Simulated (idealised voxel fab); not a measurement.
process module | voxel fin reveal
Displayed cross-section: cut, width of 210 nm, square cells sized 5 nm.
In this document a cross-section is written as a grid of square cells. It is given as a series of bands, listed from the top down, and a band is one or more rows of cells.
Basically the band line says how high the top is and how high the bottom is, in nm, and then what's in it from left to right, every material with its width in nm. Empty space shows up as "blank", and if a single material carries "full width" it runs the full band edge to edge.
Heights from 0 (as-received wafer is one material below). Bottom band endless downward, as "z 0 and below".
The width entry "30..40" should be interpreted row by row: the top row of cells in the band takes the first number, the bottom row takes the second number, and the change between adjacent rows is uniform throughout.
You'll sometimes find "identical to before" written for a step, and that's the way of saying that nowhere in the cross-section did a cell change during that step.
Listed in "closed voids": every empty space of 8 or more cells without an open way to the top. Form: width x height at distance, the distance being from the left edge, all in nm.
Whatever follows a step's settings on its line is a remark the simulator itself makes about that step.
The setting "overlay nm" may be written on the line of a step. When the step uses a mask, the value reports how far to the right of the planned place the mask lay, and a negative value reports that it lay to the left.
THE FOLLOWING LIST GIVES THE PLANNED PROCESS STEPS
1. RECEIVE | material Si
2. CONFORMAL_DEP | material SiN | thk nm 10
3. DIRECTIONAL_DEP | material aC | thk nm 15
4. PATTERN | tone cover | mask id FINS | material resist | width nm 15 | pitch nm 40 | thk nm 30 | overlay nm 0
5. DIRECTIONAL_ETCH | etch materials aC | depth nm 15
6. STRIP | etch materials resist
7. DIRECTIONAL_ETCH | etch materials SiN | depth nm 10
8. DIRECTIONAL_ETCH | etch materials Si | depth nm 30
9. STRIP | etch materials aC
10. FILL_DEP | material SiO2 | thk nm 15
11. CMP | height nm 10
12. SELECTIVE_ETCH | etch materials SiO2 | depth nm 30
13. STRIP | etch materials SiN
14. CONFORMAL_DEP | material HfO2 | thk nm 5
WAFER AS RECEIVED: CROSS-SECTION FOLLOWING STEP 1
    z 0 and below | Si full width
    closed voids: none
CROSS-SECTIONAL IMAGE OF THE FIRST OF TWO WAFERS AT THE END OF THE MODULE, THE RUN HAVING PROCEEDED AS PLANNED
    z 5 to 0 | blank 70  HfO2 25  blank 15  HfO2 25  blank 75
    z 0 to -15 | blank 70  HfO2 5  Si 15  HfO2 5  blank 15  HfO2 5  Si 15  HfO2 5  blank 75
    z -15 to -20 | HfO2 75  Si 15  HfO2 25  Si 15  HfO2 80
    z -20 to -30 | SiO2 75  Si 15  SiO2 25  Si 15  SiO2 80
    z -30 and below | Si full width
    closed voids: none
MODULE END: CROSS-SECTION OF WAFER TWO OF TWO. SAME START AND PROCESS PLAN AS THE FIRST WAFER. ONE MISTAKE DURING EXECUTION
    z 5 to 0 | blank 70  HfO2 30  blank 10  HfO2 30  blank 70
    z 0 to -15 | blank 70  HfO2 5  Si 20  HfO2 5  blank 10  HfO2 5  Si 20  HfO2 5  blank 70
    z -15 to -20 | HfO2 75  Si 20  HfO2 20  Si 20  HfO2 75
    z -20 to -30 | SiO2 75  Si 20  SiO2 20  Si 20  SiO2 75
    z -30 and below | Si full width
    closed voids: none
Short version of what went wrong: step 4 went in with a setting other than planned; the actual run was PATTERN | tone cover | mask id FINS | material resist | width nm 20 | pitch nm 40 | thk nm 30 | overlay nm 0
At the finish, the second wafer shows more or fewer cells for some materials than the first does: 12 more of Si; 4 fewer of SiO2
